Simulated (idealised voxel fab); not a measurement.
The document below concerns the process module designated voxel self aligned contacts.
It is cross-section cut that appears here, measuring 170 nm in width, its square cells being 5 nm in size.
Just so we're on the same page, the cross-sections are grids of square cells, and they're listed out in bands top to bottom, each band one or more rows deep. In this notation a band is specified by the heights of its top and bottom, in that order and in nm, after which its materials appear from left to right, each paired with its width in nm. The word "all across" attached to a single material means that material fills the band from edge to edge; the word "air" stands for empty space. Ref level 0: as-received wafer is one material below here. Bottom band extends down with no lower bound ("0 down"). Width spec "30->40" -> top row of cells at first value, bottom row at second value, equal per-row change in between. "changes: none" for a step: no cell of the cross-section changed in that step. In the "Sealed internal voids" entry, you get each enclosed empty space of 8 cells or more, one with no open way to the top, written width x height at distance, distance from the left edge, in nm. If you see something after the settings on a step's line, that's the simulator's own remark about that step. A step line may carry the setting "overlay nm", which, for steps involving a mask, states the distance by which the mask lay to the right of its intended position; negative values denote displacement to the left.

The process steps that were planned are listed below
step 1: RECEIVE [material Si]
step 2: CONFORMAL_DEP [material SiO2] [thk nm 5]
step 3: DIRECTIONAL_DEP [material polySi] [thk nm 30]
step 4: DIRECTIONAL_DEP [material SiN] [thk nm 15]
step 5: DIRECTIONAL_DEP [material aC] [thk nm 10]
step 6: PATTERN [tone cover] [mask id GATE] [material resist] [width nm 25] [pitch nm 55] [thk nm 30] [overlay nm 0]
step 7: DIRECTIONAL_ETCH [etch materials aC] [depth nm 10]
step 8: STRIP [etch materials resist]
step 9: DIRECTIONAL_ETCH [etch materials SiN] [depth nm 15]
step 10: DIRECTIONAL_ETCH [etch materials polySi] [depth nm 30]
step 11: STRIP [etch materials aC]
step 12: CONFORMAL_DEP [material SiN] [thk nm 5]
step 13: DIRECTIONAL_ETCH [etch materials SiN] [depth nm 5]
step 14: FILL_DEP [material SiO2] [thk nm 20]
step 15: CMP [height nm 60]
step 16: MASKED_ETCH [tone open] [mask id CONTACT] [width nm 40] [pitch nm 55] [etch materials SiO2] [depth nm 60] [overlay nm 0]
step 17: CONFORMAL_DEP [material TiN] [thk nm 5]
step 18: FILL_DEP [material W] [thk nm 10]
step 19: CMP [height nm 60]
step 20: CONFORMAL_DEP [material SiCN] [thk nm 5]

First out of two wafers; run went to plan

Cross-section of the wafer upon arrival, representing the state reached after step 1
0 down = Si all across
Sealed internal voids: none

Step 2 complete: cross-section through the wafer
5 to 0 = SiO2 all across
Rest of section, below 0: as before.

Step 3 complete: cross-section through the wafer
35 to 5 = polySi all across
Rest of section, below 5: as before.

Step 4 complete: cross-section through the wafer
50 to 35 = SiN all across
Rest of section, below 35: as before.

Step 5 complete: cross-section through the wafer
60 to 50 = aC all across
Rest of section, below 50: as before.

Step 6 complete: cross-section through the wafer
90 to 60 = air: 15  resist: 25  air: 30  resist: 25  air: 30  resist: 25  air: 20
Rest of section, below 60: as before.

Step 7 complete: cross-section through the wafer
80 to 60 = air: 15  resist: 25  air: 30  resist: 25  air: 30  resist: 25  air: 20
60 to 50 = air: 15  aC: 25  air: 30  aC: 25  air: 30  aC: 25  air: 20
Rest of section, below 50: as before.

Step 8 complete: cross-section through the wafer
60 to 50 = air: 15  aC: 25  air: 30  aC: 25  air: 30  aC: 25  air: 20
Rest of section, below 50: as before.

Step 9 complete: cross-section through the wafer
60 to 50 = air: 15  aC: 25  air: 30  aC: 25  air: 30  aC: 25  air: 20
50 to 35 = air: 15  SiN: 25  air: 30  SiN: 25  air: 30  SiN: 25  air: 20
Rest of section, below 35: as before.

Step 10 complete: cross-section through the wafer
60 to 50 = air: 15  aC: 25  air: 30  aC: 25  air: 30  aC: 25  air: 20
50 to 35 = air: 15  SiN: 25  air: 30  SiN: 25  air: 30  SiN: 25  air: 20
35 to 5 = air: 15  polySi: 25  air: 30  polySi: 25  air: 30  polySi: 25  air: 20
Rest of section, below 5: as before.

Step 11 complete: cross-section through the wafer
50 to 35 = air: 15  SiN: 25  air: 30  SiN: 25  air: 30  SiN: 25  air: 20
Rest of section, below 35: as before.

Step 12 complete: cross-section through the wafer
55 to 35 = air: 10  SiN: 35  air: 20  SiN: 35  air: 20  SiN: 35  air: 15
35 to 10 = air: 10  SiN: 5  polySi: 25  SiN: 5  air: 20  SiN: 5  polySi: 25  SiN: 5  air: 20  SiN: 5  polySi: 25  SiN: 5  air: 15
10 to 5 = SiN: 15  polySi: 25  SiN: 30  polySi: 25  SiN: 30  polySi: 25  SiN: 20
Rest of section, below 5: as before.

Step 13 complete: cross-section through the wafer
50 to 35 = air: 10  SiN: 35  air: 20  SiN: 35  air: 20  SiN: 35  air: 15
35 to 5 = air: 10  SiN: 5  polySi: 25  SiN: 5  air: 20  SiN: 5  polySi: 25  SiN: 5  air: 20  SiN: 5  polySi: 25  SiN: 5  air: 15
Rest of section, below 5: as before.

Step 14 complete: cross-section through the wafer
70 to 50 = SiO2 all across
50 to 35 = SiO2: 10  SiN: 35  SiO2: 20  SiN: 35  SiO2: 20  SiN: 35  SiO2: 15
35 to 5 = SiO2: 10  SiN: 5  polySi: 25  SiN: 5  SiO2: 20  SiN: 5  polySi: 25  SiN: 5  SiO2: 20  SiN: 5  polySi: 25  SiN: 5  SiO2: 15
Rest of section, below 5: as before.

Step 15 complete: cross-section through the wafer
60 to 50 = SiO2 all across
Rest of section, below 50: as before.

Step 16 complete: cross-section through the wafer
60 to 50 = SiO2: 35  air: 40  SiO2: 15  air: 40  SiO2: 40
50 to 35 = SiO2: 10  SiN: 35  air: 20  SiN: 35  air: 20  SiN: 35  SiO2: 15
35 to 5 = SiO2: 10  SiN: 5  polySi: 25  SiN: 5  air: 20  SiN: 5  polySi: 25  SiN: 5  air: 20  SiN: 5  polySi: 25  SiN: 5  SiO2: 15
5 to 0 = SiO2: 45  air: 20  SiO2: 35  air: 20  SiO2: 50
Rest of section, below 0: as before.

Step 17 complete: cross-section through the wafer
65 to 60 = TiN: 40  air: 30  TiN: 25  air: 30  TiN: 45
60 to 50 = SiO2: 35  TiN: 5->15  air: 30->10  TiN: 5->15  SiO2: 15  TiN: 5->15  air: 30->10  TiN: 5->15  SiO2: 40
50 to 35 = SiO2: 10  SiN: 35  TiN: 5  air: 10  TiN: 5  SiN: 35  TiN: 5  air: 10  TiN: 5  SiN: 35  SiO2: 15
35 to 5 = SiO2: 10  SiN: 5  polySi: 25  SiN: 5  TiN: 5  air: 10  TiN: 5  SiN: 5  polySi: 25  SiN: 5  TiN: 5  air: 10  TiN: 5  SiN: 5  polySi: 25  SiN: 5  SiO2: 15
5 to 0 = SiO2: 45  TiN: 20  SiO2: 35  TiN: 20  SiO2: 50
Rest of section, below 0: as before.

Step 18 complete: cross-section through the wafer
75 to 65 = W all across
65 to 60 = TiN: 40  W: 30  TiN: 25  W: 30  TiN: 45
60 to 50 = SiO2: 35  TiN: 5->15  W: 30->10  TiN: 5->15  SiO2: 15  TiN: 5->15  W: 30->10  TiN: 5->15  SiO2: 40
50 to 35 = SiO2: 10  SiN: 35  TiN: 5  W: 10  TiN: 5  SiN: 35  TiN: 5  W: 10  TiN: 5  SiN: 35  SiO2: 15
35 to 5 = SiO2: 10  SiN: 5  polySi: 25  SiN: 5  TiN: 5  W: 10  TiN: 5  SiN: 5  polySi: 25  SiN: 5  TiN: 5  W: 10  TiN: 5  SiN: 5  polySi: 25  SiN: 5  SiO2: 15
Rest of section, below 5: as before.

Step 19 complete: cross-section through the wafer
60 to 50 = SiO2: 35  TiN: 5->15  W: 30->10  TiN: 5->15  SiO2: 15  TiN: 5->15  W: 30->10  TiN: 5->15  SiO2: 40
Rest of section, below 50: as before.

Step 20 complete: cross-section through the wafer
65 to 60 = SiCN all across
Rest of section, below 60: as before.

Wafer two: like wafer one in start and plan, but with one mistake in execution; identical up to and including step 15

Cross-section of the second wafer when, according to plan, step 16 should have finished
60 to 50 = SiO2: 40  air: 40  SiO2: 15  air: 40  SiO2: 35
50 to 35 = SiO2: 10  SiN: 35  air: 20  SiN: 35  air: 20  SiN: 35  SiO2: 15
35 to 5 = SiO2: 10  SiN: 5  polySi: 25  SiN: 5  air: 20  SiN: 5  polySi: 25  SiN: 5  air: 20  SiN: 5  polySi: 25  SiN: 5  SiO2: 15
5 to 0 = SiO2: 45  air: 20  SiO2: 35  air: 20  SiO2: 50
Rest of section, below 0: as before.

Cross-section of the second wafer when, according to plan, step 17 should have finished
65 to 60 = TiN: 45  air: 30  TiN: 25  air: 30  TiN: 40
60 to 50 = SiO2: 40  TiN: 5->10  air: 30->10  TiN: 5->20  SiO2: 15  TiN: 5->10  air: 30->10  TiN: 5->20  SiO2: 35
50 to 35 = SiO2: 10  SiN: 35  TiN: 5  air: 10  TiN: 5  SiN: 35  TiN: 5  air: 10  TiN: 5  SiN: 35  SiO2: 15
35 to 5 = SiO2: 10  SiN: 5  polySi: 25  SiN: 5  TiN: 5  air: 10  TiN: 5  SiN: 5  polySi: 25  SiN: 5  TiN: 5  air: 10  TiN: 5  SiN: 5  polySi: 25  SiN: 5  SiO2: 15
5 to 0 = SiO2: 45  TiN: 20  SiO2: 35  TiN: 20  SiO2: 50
Rest of section, below 0: as before.

Cross-section of the second wafer when, according to plan, step 18 should have finished
75 to 65 = W all across
65 to 60 = TiN: 45  W: 30  TiN: 25  W: 30  TiN: 40
60 to 50 = SiO2: 40  TiN: 5->10  W: 30->10  TiN: 5->20  SiO2: 15  TiN: 5->10  W: 30->10  TiN: 5->20  SiO2: 35
50 to 35 = SiO2: 10  SiN: 35  TiN: 5  W: 10  TiN: 5  SiN: 35  TiN: 5  W: 10  TiN: 5  SiN: 35  SiO2: 15
35 to 5 = SiO2: 10  SiN: 5  polySi: 25  SiN: 5  TiN: 5  W: 10  TiN: 5  SiN: 5  polySi: 25  SiN: 5  TiN: 5  W: 10  TiN: 5  SiN: 5  polySi: 25  SiN: 5  SiO2: 15
Rest of section, below 5: as before.

Cross-section of the second wafer when, according to plan, step 19 should have finished
60 to 50 = SiO2: 40  TiN: 5->10  W: 30->10  TiN: 5->20  SiO2: 15  TiN: 5->10  W: 30->10  TiN: 5->20  SiO2: 35
Rest of section, below 50: as before.

Cross-section of the second wafer when, according to plan, step 20 should have finished
65 to 60 = SiCN all across
Rest of section, below 60: as before.
What was the processing mistake? for step 16, the planned setting was not used; the step was instead run as MASKED_ETCH [tone open] [mask id CONTACT] [width nm 40] [pitch nm 55] [etch materials SiO2] [depth nm 60] [overlay nm 5]
Heads up: at the end the two wafers have identical cell counts per material, they're just laid out differently.
